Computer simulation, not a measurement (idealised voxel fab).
voxel gate over fins: a process module
The figure presents cross-section cut, which has a width of 240 nm and is divided into square cells with an edge length of 5 nm.
Just so we're on the same page, the cross-sections are grids of square cells, and they're listed out in bands top to bottom, each band one or more rows deep.
For a band, the entry starts with two heights in nm, that of the top and then that of the bottom, and carries on with the band's materials in order from left to right, each alongside its width in nm; the word "edge to edge" beside a single material means it fills the band edge to edge, and "empty" means empty space.
Heights are measured from 0, the level below which the as-received wafer is all one material; the lowest band has no bottom and continues downward, written as in "0 and below".
It should be noted that a width expressed as "30..40" varies in equal increments from row to row of cells within the band, taking the value of the first number at the top row and that of the second number at the bottom row.
A step reported as "left unchanged" is a step in which no cell of the cross-section changed.
Voids not open to the top, 8 cells minimum: see "Fully sealed cavities". Written width x height at distance; distance is from the left edge; nm.
Heads up: the bit after the settings on a step's line is the simulator's remark on that step.
If you see "overlay nm" on a step's line and that step has a mask, it's telling you how far right of where it was planned the mask ended up; a negative number means it went left instead.

Process steps - plan
1,op RECEIVE | material Si
2,op CONFORMAL_DEP | material SiN | thk nm 10
3,op DIRECTIONAL_DEP | material aC | thk nm 15
4,op PATTERN | tone cover | mask id FINS | material resist | width nm 15 | pitch nm 35 | thk nm 30 | overlay nm 0
5,op DIRECTIONAL_ETCH | etch materials aC | depth nm 15
6,op STRIP | etch materials resist
7,op DIRECTIONAL_ETCH | etch materials SiN | depth nm 10
8,op DIRECTIONAL_ETCH | etch materials Si | depth nm 35
9,op STRIP | etch materials aC
10,op OXIDIZE | depth nm 5
11,op FILL_DEP | material SiO2 | thk nm 5
12,op CMP | height nm 10
13,op SELECTIVE_ETCH | etch materials SiO2 | depth nm 25
14,op STRIP | etch materials SiN
15,op CONFORMAL_DEP | material HfO2 | thk nm 5
16,op CONFORMAL_DEP | material TiN | thk nm 5
17,op FILL_DEP | material W | thk nm 10
18,op CMP | height nm 15
19,op CONFORMAL_DEP | material SiN | thk nm 5

First of two wafers, with the run carried out as planned

As-received wafer cross-section (after step 1)
	0 and below: Si edge to edge
	Fully sealed cavities: none

The wafer, seen in cross-section, after step 2
	10 down to 0: SiN edge to edge
	Under 0: no change, same as before.

The wafer, seen in cross-section, after step 3
	25 down to 10: aC edge to edge
	Under 10: no change, same as before.

The wafer, seen in cross-section, after step 4
	55 down to 25: empty: 75  resist: 15  empty: 20  resist: 15  empty: 20  resist: 15  empty: 80
	Under 25: no change, same as before.

The wafer, seen in cross-section, after step 5
	40 down to 25: empty: 75  resist: 15  empty: 20  resist: 15  empty: 20  resist: 15  empty: 80
	25 down to 10: empty: 75  aC: 15  empty: 20  aC: 15  empty: 20  aC: 15  empty: 80
	Under 10: no change, same as before.

The wafer, seen in cross-section, after step 6
	25 down to 10: empty: 75  aC: 15  empty: 20  aC: 15  empty: 20  aC: 15  empty: 80
	Under 10: no change, same as before.

The wafer, seen in cross-section, after step 7
	25 down to 10: empty: 75  aC: 15  empty: 20  aC: 15  empty: 20  aC: 15  empty: 80
	10 down to 0: empty: 75  SiN: 15  empty: 20  SiN: 15  empty: 20  SiN: 15  empty: 80
	Under 0: no change, same as before.

The wafer, seen in cross-section, after step 8
	25 down to 10: empty: 75  aC: 15  empty: 20  aC: 15  empty: 20  aC: 15  empty: 80
	10 down to 0: empty: 75  SiN: 15  empty: 20  SiN: 15  empty: 20  SiN: 15  empty: 80
	0 down to -35: empty: 75  Si: 15  empty: 20  Si: 15  empty: 20  Si: 15  empty: 80
	Under -35: no change, same as before.

The wafer, seen in cross-section, after step 9
	10 down to 0: empty: 75  SiN: 15  empty: 20  SiN: 15  empty: 20  SiN: 15  empty: 80
	Under 0: no change, same as before.

The wafer, seen in cross-section, after step 10
	10 down to 0: empty: 75  SiN: 15  empty: 20  SiN: 15  empty: 20  SiN: 15  empty: 80
	0 down to -35: empty: 75  SiO2: 5  Si: 5  SiO2: 5  empty: 20  SiO2: 5  Si: 5  SiO2: 5  empty: 20  SiO2: 5  Si: 5  SiO2: 5  empty: 80
	-35 down to -40: SiO2: 80  Si: 5  SiO2: 30  Si: 5  SiO2: 30  Si: 5  SiO2: 85
	Under -40: no change, same as before.

The wafer, seen in cross-section, after step 11
	15 down to 10: SiO2 edge to edge
	10 down to 0: SiO2: 75  SiN: 15  SiO2: 20  SiN: 15  SiO2: 20  SiN: 15  SiO2: 80
	0 down to -40: SiO2: 80  Si: 5  SiO2: 30  Si: 5  SiO2: 30  Si: 5  SiO2: 85
	Under -40: no change, same as before.

The wafer, seen in cross-section, after step 12
	10 down to 0: SiO2: 75  SiN: 15  SiO2: 20  SiN: 15  SiO2: 20  SiN: 15  SiO2: 80
	Under 0: no change, same as before.

The wafer, seen in cross-section, after step 13
	10 down to 0: empty: 75  SiN: 15  empty: 20  SiN: 15  empty: 20  SiN: 15  empty: 80
	0 down to -15: empty: 80  Si: 5  empty: 30  Si: 5  empty: 30  Si: 5  empty: 85
	Under -15: no change, same as before.

The wafer, seen in cross-section, after step 14
	0 down to -15: empty: 80  Si: 5  empty: 30  Si: 5  empty: 30  Si: 5  empty: 85
	Under -15: no change, same as before.

The wafer, seen in cross-section, after step 15
	5 down to 0: empty: 75  HfO2: 15  empty: 20  HfO2: 15  empty: 20  HfO2: 15  empty: 80
	0 down to -10: empty: 75  HfO2: 5  Si: 5  HfO2: 5  empty: 20  HfO2: 5  Si: 5  HfO2: 5  empty: 20  HfO2: 5  Si: 5  HfO2: 5  empty: 80
	-10 down to -15: HfO2: 80  Si: 5  HfO2: 30  Si: 5  HfO2: 30  Si: 5  HfO2: 85
	Under -15: no change, same as before.

The wafer, seen in cross-section, after step 16
	10 down to 5: empty: 70  TiN: 25  empty: 10  TiN: 25  empty: 10  TiN: 25  empty: 75
	5 down to 0: empty: 70  TiN: 5  HfO2: 15  TiN: 5  empty: 10  TiN: 5  HfO2: 15  TiN: 5  empty: 10  TiN: 5  HfO2: 15  TiN: 5  empty: 75
	0 down to -5: empty: 70  TiN: 5  HfO2: 5  Si: 5  HfO2: 5  TiN: 5  empty: 10  TiN: 5  HfO2: 5  Si: 5  HfO2: 5  TiN: 5  empty: 10  TiN: 5  HfO2: 5  Si: 5  HfO2: 5  TiN: 5  empty: 75
	-5 down to -10: TiN: 75  HfO2: 5  Si: 5  HfO2: 5  TiN: 20  HfO2: 5  Si: 5  HfO2: 5  TiN: 20  HfO2: 5  Si: 5  HfO2: 5  TiN: 80
	Under -10: no change, same as before.

The wafer, seen in cross-section, after step 17
	20 down to 10: W edge to edge
	10 down to 5: W: 70  TiN: 25  W: 10  TiN: 25  W: 10  TiN: 25  W: 75
	5 down to 0: W: 70  TiN: 5  HfO2: 15  TiN: 5  W: 10  TiN: 5  HfO2: 15  TiN: 5  W: 10  TiN: 5  HfO2: 15  TiN: 5  W: 75
	0 down to -5: W: 70  TiN: 5  HfO2: 5  Si: 5  HfO2: 5  TiN: 5  W: 10  TiN: 5  HfO2: 5  Si: 5  HfO2: 5  TiN: 5  W: 10  TiN: 5  HfO2: 5  Si: 5  HfO2: 5  TiN: 5  W: 75
	Under -5: no change, same as before.

The wafer, seen in cross-section, after step 18
	15 down to 10: W edge to edge
	Under 10: no change, same as before.

The wafer, seen in cross-section, after step 19
	20 down to 15: SiN edge to edge
	Under 15: no change, same as before.

Companion wafer, the second of two: same beginning, same intended sequence, one mistake in carrying it out; through step 3 inclusive it tracks the first exactly

Look at the second wafer in cross-section at the time step 4 ought to have finished
	55 down to 25: resist: 75  empty: 15  resist: 20  empty: 15  resist: 20  empty: 15  resist: 80
	Under 25: no change, same as before.

Look at the second wafer in cross-section at the time step 5 ought to have finished
	40 down to 25: resist: 75  empty: 15  resist: 20  empty: 15  resist: 20  empty: 15  resist: 80
	25 down to 10: aC: 75  empty: 15  aC: 20  empty: 15  aC: 20  empty: 15  aC: 80
	Under 10: no change, same as before.

Look at the second wafer in cross-section at the time step 6 ought to have finished
	25 down to 10: aC: 75  empty: 15  aC: 20  empty: 15  aC: 20  empty: 15  aC: 80
	Under 10: no change, same as before.

Look at the second wafer in cross-section at the time step 7 ought to have finished
	25 down to 10: aC: 75  empty: 15  aC: 20  empty: 15  aC: 20  empty: 15  aC: 80
	10 down to 0: SiN: 75  empty: 15  SiN: 20  empty: 15  SiN: 20  empty: 15  SiN: 80
	Under 0: no change, same as before.

Look at the second wafer in cross-section at the time step 8 ought to have finished
	25 down to 10: aC: 75  empty: 15  aC: 20  empty: 15  aC: 20  empty: 15  aC: 80
	10 down to 0: SiN: 75  empty: 15  SiN: 20  empty: 15  SiN: 20  empty: 15  SiN: 80
	0 down to -35: Si: 75  empty: 15  Si: 20  empty: 15  Si: 20  empty: 15  Si: 80
	Under -35: no change, same as before.

Look at the second wafer in cross-section at the time step 9 ought to have finished
	10 down to 0: SiN: 75  empty: 15  SiN: 20  empty: 15  SiN: 20  empty: 15  SiN: 80
	Under 0: no change, same as before.

Look at the second wafer in cross-section at the time step 10 ought to have finished
	10 down to 0: SiN: 75  empty: 15  SiN: 20  empty: 15  SiN: 20  empty: 15  SiN: 80
	0 down to -35: Si: 70  SiO2: 5  empty: 15  SiO2: 5  Si: 10  SiO2: 5  empty: 15  SiO2: 5  Si: 10  SiO2: 5  empty: 15  SiO2: 5  Si: 75
	-35 down to -40: Si: 70  SiO2: 25  Si: 10  SiO2: 25  Si: 10  SiO2: 25  Si: 75
	Under -40: no change, same as before.

Look at the second wafer in cross-section at the time step 11 ought to have finished
	15 down to 10: SiO2 edge to edge
	10 down to 0: SiN: 75  SiO2: 15  SiN: 20  SiO2: 15  SiN: 20  SiO2: 15  SiN: 80
	0 down to -40: Si: 70  SiO2: 25  Si: 10  SiO2: 25  Si: 10  SiO2: 25  Si: 75
	Under -40: no change, same as before.

Look at the second wafer in cross-section at the time step 12 ought to have finished
	10 down to 0: SiN: 75  SiO2: 15  SiN: 20  SiO2: 15  SiN: 20  SiO2: 15  SiN: 80
	Under 0: no change, same as before.

Look at the second wafer in cross-section at the time step 13 ought to have finished
	10 down to 0: SiN: 75  empty: 15  SiN: 20  empty: 15  SiN: 20  empty: 15  SiN: 80
	0 down to -15: Si: 70  empty: 25  Si: 10  empty: 25  Si: 10  empty: 25  Si: 75
	Under -15: no change, same as before.

Look at the second wafer in cross-section at the time step 14 ought to have finished
	0 down to -15: Si: 70  empty: 25  Si: 10  empty: 25  Si: 10  empty: 25  Si: 75
	Under -15: no change, same as before.

Look at the second wafer in cross-section at the time step 15 ought to have finished
	5 down to 0: HfO2: 75  empty: 15  HfO2: 20  empty: 15  HfO2: 20  empty: 15  HfO2: 80
	0 down to -10: Si: 70  HfO2: 5  empty: 15  HfO2: 5  Si: 10  HfO2: 5  empty: 15  HfO2: 5  Si: 10  HfO2: 5  empty: 15  HfO2: 5  Si: 75
	-10 down to -15: Si: 70  HfO2: 25  Si: 10  HfO2: 25  Si: 10  HfO2: 25  Si: 75
	Under -15: no change, same as before.

Look at the second wafer in cross-section at the time step 16 ought to have finished
	10 down to 5: TiN: 80  empty: 5  TiN: 30  empty: 5  TiN: 30  empty: 5  TiN: 85
	5 down to 0: HfO2: 75  TiN: 5  empty: 5  TiN: 5  HfO2: 20  TiN: 5  empty: 5  TiN: 5  HfO2: 20  TiN: 5  empty: 5  TiN: 5  HfO2: 80
	0 down to -5: Si: 70  HfO2: 5  TiN: 5  empty: 5  TiN: 5  HfO2: 5  Si: 10  HfO2: 5  TiN: 5  empty: 5  TiN: 5  HfO2: 5  Si: 10  HfO2: 5  TiN: 5  empty: 5  TiN: 5  HfO2: 5  Si: 75
	-5 down to -10: Si: 70  HfO2: 5  TiN: 15  HfO2: 5  Si: 10  HfO2: 5  TiN: 15  HfO2: 5  Si: 10  HfO2: 5  TiN: 15  HfO2: 5  Si: 75
	Under -10: no change, same as before.

Look at the second wafer in cross-section at the time step 17 ought to have finished
	20 down to 10: W edge to edge
	10 down to 5: TiN: 80  W: 5  TiN: 30  W: 5  TiN: 30  W: 5  TiN: 85
	5 down to 0: HfO2: 75  TiN: 5  W: 5  TiN: 5  HfO2: 20  TiN: 5  W: 5  TiN: 5  HfO2: 20  TiN: 5  W: 5  TiN: 5  HfO2: 80
	0 down to -5: Si: 70  HfO2: 5  TiN: 5  W: 5  TiN: 5  HfO2: 5  Si: 10  HfO2: 5  TiN: 5  W: 5  TiN: 5  HfO2: 5  Si: 10  HfO2: 5  TiN: 5  W: 5  TiN: 5  HfO2: 5  Si: 75
	Under -5: no change, same as before.

Look at the second wafer in cross-section at the time step 18 ought to have finished
	15 down to 10: W edge to edge
	Under 10: no change, same as before.

Look at the second wafer in cross-section at the time step 19 ought to have finished
	20 down to 15: SiN edge to edge
	Under 15: no change, same as before.
Finding, execution versus plan: step 4 was not run as planned; what actually ran was op PATTERN | tone open | mask id FINS | material resist | width nm 15 | pitch nm 35 | thk nm 30 | overlay nm 0
End of process, cell counts, second wafer against first, materials with more or fewer: +240 Si; -150 SiO2; -90 W
